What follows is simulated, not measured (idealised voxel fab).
The process module presented herein is designated voxel wiring stack.
In the cross-section labelled cut, the width is 165 nm and each square cell is 5 nm.
Cross-section = grid of square cells, listed top down in bands; band = one or more rows. For a band, the entry starts with two heights in nm, that of the top and then that of the bottom, and carries on with the band's materials in order from left to right, each alongside its width in nm; the word "edge to edge" beside a single material means it fills the band edge to edge, and "empty" means empty space. Where do heights start? At 0: under that level the wafer as delivered is made of one material only. And the lowest band has no floor; it just carries on downward, as in "0 and below". With a width like "30 to 40", each row of cells in the band differs from the next by the same amount, the top row carrying the first number and the bottom row the second. Step note "identical to before" = no cross-section cell changed. Reported under the label "Sealed void inventory" are the empty spaces having no open way to the top and comprising 8 cells or more; the notation for each is width x height at distance, in which the distance is measured from the left edge and all three values are in nm. Formally, on a step line, whatever follows the settings is a remark that the simulator itself makes on the step. The setting "overlay nm" may be written on the line of a step. When the step uses a mask, the value reports how far to the right of the planned place the mask lay, and a negative value reports that it lay to the left.

### This section lists the process steps that were planned
1. RECEIVE: material Si
2. CONFORMAL_DEP: material SiO2, thk nm 10
3. CONFORMAL_DEP: material SiCN, thk nm 5
4. DIRECTIONAL_DEP: material lowk, thk nm 25
5. PATTERN: tone open, mask id METAL_1, material resist, width nm 20, pitch nm 45, thk nm 20, overlay nm 0
6. DIRECTIONAL_ETCH: etch materials lowk, depth nm 25
7. DIRECTIONAL_ETCH: etch materials SiCN, depth nm 5
8. STRIP: etch materials resist
9. CONFORMAL_DEP: material TiN, thk nm 5
10. FILL_DEP: material Ru, thk nm 5
11. CMP: height nm 40
12. EPI: material Ru, thk nm 5
13. FILL_DEP: material SiCN, thk nm 5
14. DIRECTIONAL_DEP: material SiO2, thk nm 35
15. MASKED_ETCH: tone open, mask id METAL_2_HOLES, width nm 15, pitch nm 45, etch materials SiO2, depth nm 35, overlay nm 0
16. MASKED_ETCH: tone open, mask id METAL_2, width nm 20, pitch nm 45, etch materials SiO2, depth nm 20, overlay nm 0
17. MASKED_ETCH: tone open, mask id METAL_2, width nm 20, pitch nm 45, etch materials SiCN, depth nm 5, overlay nm 0
18. CONFORMAL_DEP: material TiN, thk nm 5
19. FILL_DEP: material Cu, thk nm 10
20. CMP: height nm 85
21. CONFORMAL_DEP: material SiN, thk nm 5

### Received-state cross-section, reflecting completion of step 1
  0 and below: Si edge to edge
  Sealed void inventory: none

### Cross-section, first of two wafers, end of module, run as planned
  90 down to 85: SiN edge to edge
  85 down to 70: SiO2 50 nm / TiN 5 nm / Cu 10 nm / TiN 5 nm / SiO2 25 nm / TiN 5 nm / Cu 10 nm / TiN 5 nm / SiO2 50 nm
  70 down to 65: SiO2 50 nm / TiN 5 nm / Cu 5 nm / TiN 10 nm / SiO2 25 nm / TiN 5 nm / Cu 5 nm / TiN 10 nm / SiO2 50 nm
  65 down to 50: SiO2 50 nm / TiN 5 nm / Cu 5 nm / TiN 5 nm / SiO2 30 nm / TiN 5 nm / Cu 5 nm / TiN 5 nm / SiO2 55 nm
  50 down to 45: SiCN 50 nm / TiN 15 nm / SiCN 30 nm / TiN 15 nm / SiCN 55 nm
  45 down to 40: SiCN 45 nm / Ru 30 nm / SiCN 15 nm / Ru 30 nm / SiCN 45 nm
  40 down to 15: lowk 50 nm / TiN 5 nm / Ru 10 nm / TiN 5 nm / lowk 25 nm / TiN 5 nm / Ru 10 nm / TiN 5 nm / lowk 50 nm
  15 down to 10: SiCN 50 nm / TiN 20 nm / SiCN 25 nm / TiN 20 nm / SiCN 50 nm
  10 down to 0: SiO2 edge to edge
  0 and below: Si edge to edge
  Sealed void inventory: none

### Cross-section, wafer two of two, end of module: same start and plan as wafer one, one error in execution
  90 down to 85: SiN edge to edge
  85 down to 70: SiO2 50 nm / TiN 5 nm / Cu 10 nm / TiN 5 nm / SiO2 25 nm / TiN 5 nm / Cu 10 nm / TiN 5 nm / SiO2 50 nm
  70 down to 65: SiO2 50 nm / TiN 10 nm / Cu 5 nm / TiN 5 nm / SiO2 25 nm / TiN 10 nm / Cu 5 nm / TiN 5 nm / SiO2 50 nm
  65 down to 50: SiO2 55 nm / TiN 5 nm / Cu 5 nm / TiN 5 nm / SiO2 30 nm / TiN 5 nm / Cu 5 nm / TiN 5 nm / SiO2 50 nm
  50 down to 45: SiCN 55 nm / TiN 15 nm / SiCN 30 nm / TiN 15 nm / SiCN 50 nm
  45 down to 40: SiCN 45 nm / Ru 30 nm / SiCN 15 nm / Ru 30 nm / SiCN 45 nm
  40 down to 15: lowk 50 nm / TiN 5 nm / Ru 10 nm / TiN 5 nm / lowk 25 nm / TiN 5 nm / Ru 10 nm / TiN 5 nm / lowk 50 nm
  15 down to 10: SiCN 50 nm / TiN 20 nm / SiCN 25 nm / TiN 20 nm / SiCN 50 nm
  10 down to 0: SiO2 edge to edge
  0 and below: Si edge to edge
  Sealed void inventory: none
Deviation from plan: step 15: run off-plan, actual operation and settings MASKED_ETCH: tone open, mask id METAL_2_HOLES, width nm 15, pitch nm 45, etch materials SiO2, depth nm 35, overlay nm 5
Final wafers compared: equal cell tally per material, rearranged layout.
